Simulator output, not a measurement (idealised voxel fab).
The following process module bears the name voxel fin reveal.
The figure presents cross-section cut, which has a width of 200 nm and is divided into square cells with an edge length of 5 nm.
In this document a cross-section is written as a grid of square cells. It is given as a series of bands, listed from the top down, and a band is one or more rows of cells.
Band: top height; bottom height; in nm. Then, left to right: material with width in nm, for each material. "full width": a single material spanning edge to edge. "empty": empty space.
Height datum 0, below which the as-received substrate wafer is one material. Lowest band open at the bottom, running downward: "z 0 and below".
Think of "30 to 40" as a width that walks from the first number to the second as you go down the band, top row to bottom row, taking equal-sized steps from row to row.
It should be understood that the words "same as before", when stated for a given step, signify that the cross-section underwent no change in any of its cells during that step.
Entry "Enclosed cavities" = empty spaces >= 8 cells with no open way to the top; each as width x height at distance, distance from left edge, all nm.
Note: text after step settings on the step line = simulator remark on that step.
overlay nm: right-of-plan distance of the mask on a masked step; negative values mean left-of-plan.
If you're wondering how to read the rest of this, here's the deal. It's pairs of cross-sections: one from before a process step, one from after it. The after one is only drawn as far down as the lowest band that changed. Right under each pair you'll see which step sits between them and what its settings were. Don't read the pairs as one continuous story, though. They can come from different runs of this module on the same starting wafer, and a pair only carries on from the one above it where its entry headed "Pre-step" says so.

Pre-step:
    z 5 to 0 = SiN (40)  empty (15)  SiN (20)  empty (15)  SiN (20)  empty (15)  SiN (20)  empty (15)  SiN (40)
    z 0 to -35 = Si (35)  SiO2 (5)  empty (15)  SiO2 (5)  Si (10)  SiO2 (5)  empty (15)  SiO2 (5)  Si (10)  SiO2 (5)  empty (15)  SiO2 (5)  Si (10)  SiO2 (5)  empty (15)  SiO2 (5)  Si (35)
    z -35 to -40 = Si (35)  SiO2 (25)  Si (10)  SiO2 (25)  Si (10)  SiO2 (25)  Si (10)  SiO2 (25)  Si (35)
    z -40 and below = Si full width
    Enclosed cavities: none

Resultant Cross-Section:
    z 10 to 5 = SiO2 full width
    z 5 to 0 = SiN (40)  SiO2 (15)  SiN (20)  SiO2 (15)  SiN (20)  SiO2 (15)  SiN (20)  SiO2 (15)  SiN (40)
    z 0 to -40 = Si (35)  SiO2 (25)  Si (10)  SiO2 (25)  Si (10)  SiO2 (25)  Si (10)  SiO2 (25)  Si (35)
    Under the height -40 nothing was changed.
    Enclosed cavities: none
Step that separates the before view from the after view above: FILL_DEP [material SiO2] [thk nm 5]

Pre-step: just use the after drawing of the pair above as your starting point.

Resultant Cross-Section:
    z 5 to 0 = SiN (40)  SiO2 (15)  SiN (20)  SiO2 (15)  SiN (20)  SiO2 (15)  SiN (20)  SiO2 (15)  SiN (40)
    Under the height 0 nothing was changed.
    Enclosed cavities: none
Step that separates the before view from the after view above: CMP [height nm 5]

Pre-step: just use the after drawing of the pair above as your starting point.

Resultant Cross-Section:
    z 5 to 0 = SiN (40)  empty (15)  SiN (20)  empty (15)  SiN (20)  empty (15)  SiN (20)  empty (15)  SiN (40)
    z 0 to -15 = Si (35)  empty (25)  Si (10)  empty (25)  Si (10)  empty (25)  Si (10)  empty (25)  Si (35)
    Under the height -15 nothing was changed.
    Enclosed cavities: none
Step that separates the before view from the after view above: SELECTIVE_ETCH [etch materials SiO2] [depth nm 20]

Pre-step: just use the after drawing of the pair above as your starting point.

Resultant Cross-Section:
    z 0 to -15 = Si (35)  empty (25)  Si (10)  empty (25)  Si (10)  empty (25)  Si (10)  empty (25)  Si (35)
    Under the height -15 nothing was changed.
    Enclosed cavities: none
Step that separates the before view from the after view above: STRIP [etch materials SiN]
